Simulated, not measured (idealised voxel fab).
process module | voxel fin reveal
cross-section cut | 300 nm wide | cells 5 nm
A cross-section is a grid of square cells, given in bands from the top down. A band is one or more rows of cells.
Each band's line starts with the height of the band's top and of its bottom, in nm. Then come its materials from left to right, each with its width in nm. One material with "throughout" fills the band from edge to edge. "air" is empty space.
Height 0 is the level under which the wafer as received is all one material. The lowest band goes on downwards, as in "0 down".
A width such as "30 to 40" changes by the same amount from each row of cells to the next, from the band's top row to its bottom row.
"no change" after a step means that no cell of the cross-section changed.
closed voids: empty space of 8 cells or more with no open way to the top, each as width x height at its distance from the left edge, in nm
after a step's settings: what the simulator itself notes on the step
overlay nm, on a step with a mask: how far to the right of its planned place the mask lay; to the left if negative
plan
1 op RECEIVE | material Si
2 op CONFORMAL_DEP | material SiN | thk nm 10
3 op MASKED_ETCH | tone cover | mask id FINS | width nm 15 | pitch nm 35 | etch materials SiN | depth nm 10 | overlay nm 0
4 op MASKED_ETCH | tone cover | mask id FINS | width nm 15 | pitch nm 35 | etch materials Si | depth nm 30 | overlay nm 0
5 op OXIDIZE | depth nm 5
6 op FILL_DEP | material SiO2 | thk nm 10
7 op CMP | height nm 10
8 op SELECTIVE_ETCH | etch materials SiO2 | depth nm 25
9 op STRIP | etch materials SiN
as received, after step 1
  0 down: Si throughout
  closed voids: none
first wafer at the end, as planned
  0 to -15: air 95 | Si 5 | air 30 | Si 5 | air 30 | Si 5 | air 30 | Si 5 | air 95
  -15 to -35: SiO2 95 | Si 5 | SiO2 30 | Si 5 | SiO2 30 | Si 5 | SiO2 30 | Si 5 | SiO2 95
  -35 down: Si throughout
  closed voids: none
second wafer at the end: like start, like plan, one mistake
  0 to -15: air 95 | Si 5 | air 30 | Si 5 | air 30 | Si 5 | air 30 | Si 5 | air 95
  -15 to -30: SiO2 95 | Si 5 | SiO2 30 | Si 5 | SiO2 30 | Si 5 | SiO2 30 | Si 5 | SiO2 95
  -30 down: Si throughout
  closed voids: none
what went wrong: step 4 ran as: op MASKED_ETCH | tone cover | mask id FINS | width nm 15 | pitch nm 35 | etch materials Si | depth nm 25 | overlay nm 0
at the end the second wafer has, in cells: 56 more of Si | 56 fewer of SiO2
